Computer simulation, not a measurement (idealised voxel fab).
Presented below is a process module, voxel transistor to metal.
For reference, the cross-section in this document is cut, with width 195 nm and square cells of 5 nm.
Cross-section layout: square cells on a grid; listed as bands, top to bottom; a band spans one or more cell rows.
Band entry format. Leading values: height of top, height of bottom, nm. Remainder: materials in left-to-right order, each with its width in nm. Special words: "edge to edge" on a single material, which then fills the band edge to edge; "blank", empty space.
Beneath 0, the wafer as received is one material, and that level is where height counting begins. The lowest band goes on downward without a bottom; it is written like "0 -> down".
With a width like "30->40", each row of cells in the band differs from the next by the same amount, the top row carrying the first number and the bottom row the second.
Take "identical to before" at face value: in the step it is given for, the cross-section changed in none of its cells.
"Enclosed voids" specifies each empty space that is not open to the top and that occupies no fewer than 8 cells, using the form width x height at distance, the distance measured from the left edge and all three quantities in nm.
Post-settings text on a step line: simulator's own remark regarding the step.
"overlay nm", when on a step's line for a step with a mask, measures how far to the right of its planned place the mask lay; a negative measure means to the left.

Process steps foreseen in the plan
- 1: RECEIVE | material Si
- 2: OXIDIZE | depth nm 5
- 3: CONFORMAL_DEP | material SiN | thk nm 10
- 4: DIRECTIONAL_DEP | material aC | thk nm 10
- 5: PATTERN | tone cover | mask id ACTIVE | material resist | width nm 115 | thk nm 30 | overlay nm 0
- 6: DIRECTIONAL_ETCH | etch materials aC | depth nm 10
- 7: STRIP | etch materials resist
- 8: DIRECTIONAL_ETCH | etch materials SiN | depth nm 10
- 9: DIRECTIONAL_ETCH | etch materials SiO2 | depth nm 5
- 10: DIRECTIONAL_ETCH | etch materials Si | depth nm 20
- 11: STRIP | etch materials aC
- 12: OXIDIZE | depth nm 5
- 13: FILL_DEP | material SiO2 | thk nm 5
- 14: CMP | height nm 10
- 15: SELECTIVE_ETCH | etch materials SiO2 | depth nm 10
- 16: STRIP | etch materials SiN
- 17: SELECTIVE_ETCH | etch materials SiO2 | depth nm 5
- 18: OXIDIZE | depth nm 5
- 19: DIRECTIONAL_DEP | material polySi | thk nm 30
- 20: DIRECTIONAL_DEP | material SiCN | thk nm 15
- 21: PATTERN | tone cover | mask id GATE | material resist | width nm 25 | thk nm 20 | overlay nm 0
- 22: DIRECTIONAL_ETCH | etch materials SiCN | depth nm 25
- 23: DIRECTIONAL_ETCH | etch materials polySi | depth nm 40
- 24: STRIP | etch materials resist
- 25: CONFORMAL_DEP | material SiO2 | thk nm 5
- 26: DIRECTIONAL_ETCH | etch materials SiO2 | depth nm 5
- 27: CONFORMAL_DEP | material SiN | thk nm 5
- 28: DIRECTIONAL_ETCH | etch materials SiN | depth nm 5
- 29: DIRECTIONAL_ETCH | etch materials SiO2 | depth nm 5
- 30: DIRECTIONAL_ETCH | etch materials Si | depth nm 10
- 31: EPI | material nSi | thk nm 5
- 32: FILL_DEP | material SiO2 | thk nm 10
- 33: CMP | height nm 25
- 34: STRIP | etch materials polySi
- 35: SELECTIVE_ETCH | etch materials SiO2 | depth nm 5
- 36: CONFORMAL_DEP | material HfO2 | thk nm 5
- 37: CONFORMAL_DEP | material TiN | thk nm 5
- 38: FILL_DEP | material W | thk nm 10
- 39: CMP | height nm 20
- 40: DIRECTIONAL_DEP | material SiO2 | thk nm 10
- 41: MASKED_ETCH | tone open | mask id CONTACT | width nm 20 | pitch nm 85 | etch materials SiO2 | depth nm 40 | overlay nm 0
- 42: CONFORMAL_DEP | material TiN | thk nm 5
- 43: FILL_DEP | material W | thk nm 5
- 44: CMP | height nm 30
- 45: CONFORMAL_DEP | material SiN | thk nm 5
- 46: DIRECTIONAL_DEP | material SiO2 | thk nm 20
- 47: MASKED_ETCH | tone open | mask id METAL_1 | width nm 20 | pitch nm 85 | etch materials SiO2 | depth nm 20 | overlay nm 0
- 48: MASKED_ETCH | tone open | mask id METAL_1 | width nm 20 | pitch nm 85 | etch materials SiN | depth nm 5 | overlay nm 0
- 49: CONFORMAL_DEP | material TiN | thk nm 5
- 50: FILL_DEP | material W | thk nm 10
- 51: CMP | height nm 55
- 52: EPI | material Ru | thk nm 5
- 53: FILL_DEP | material SiCN | thk nm 5
- 54: DIRECTIONAL_DEP | material lowk | thk nm 30
- 55: DIRECTIONAL_DEP | material aC | thk nm 15
- 56: PATTERN | tone open | mask id METAL_2_HOLES | material resist | width nm 15 | pitch nm 85 | thk nm 30 | overlay nm 0
- 57: DIRECTIONAL_ETCH | etch materials aC | depth nm 15
- 58: STRIP | etch materials resist
- 59: DIRECTIONAL_ETCH | etch materials lowk | depth nm 30
- 60: STRIP | etch materials aC
- 61: MASKED_ETCH | tone open | mask id METAL_2 | width nm 20 | pitch nm 85 | etch materials lowk | depth nm 20 | overlay nm 0
- 62: MASKED_ETCH | tone open | mask id METAL_2 | width nm 20 | pitch nm 85 | etch materials SiCN | depth nm 5 | overlay nm 0
- 63: CONFORMAL_DEP | material TiN | thk nm 5
- 64: FILL_DEP | material Cu | thk nm 10
- 65: CMP | height nm 95
- 66: CONFORMAL_DEP | material SiN | thk nm 5
What sets these wafers apart? The thk nm at step 31. They all start alike, and the plan carries the first wafer's value.

Step 1 complete: as-received cross-section of the first of several wafers
> 0 -> down = Si edge to edge
> Enclosed voids: none

What follows is a table in which each wafer occupies a row; for the wafer as it stands at the close of the module, the row states, material by material, how many cells have been gained (+) or lost (-) since receipt, and then gives its closed voids
thk nm 5 | +18 Cu | +17 HfO2 | +12 Ru | -174 Si | +60 SiCN | +80 SiN | +400 SiO2 | +105 TiN | +56 W | +190 lowk | +16 nSi | Enclosed voids: none
thk nm 10 | +18 Cu | +17 HfO2 | +12 Ru | -174 Si | +60 SiCN | +80 SiN | +384 SiO2 | +105 TiN | +56 W | +190 lowk | +32 nSi | Enclosed voids: none
thk nm 15 | +18 Cu | +17 HfO2 | +12 Ru | -174 Si | +60 SiCN | +80 SiN | +378 SiO2 | +101 TiN | +48 W | +190 lowk | +50 nSi | Enclosed voids: none
thk nm 20 | +18 Cu | +17 HfO2 | +12 Ru | -174 Si | +60 SiCN | +80 SiN | +368 SiO2 | +97 TiN | +40 W | +190 lowk | +72 nSi | Enclosed voids: none
thk nm 25 | +18 Cu | +17 HfO2 | +12 Ru | -174 Si | +60 SiCN | +80 SiN | +354 SiO2 | +89 TiN | +36 W | +190 lowk | +98 nSi | Enclosed voids: none
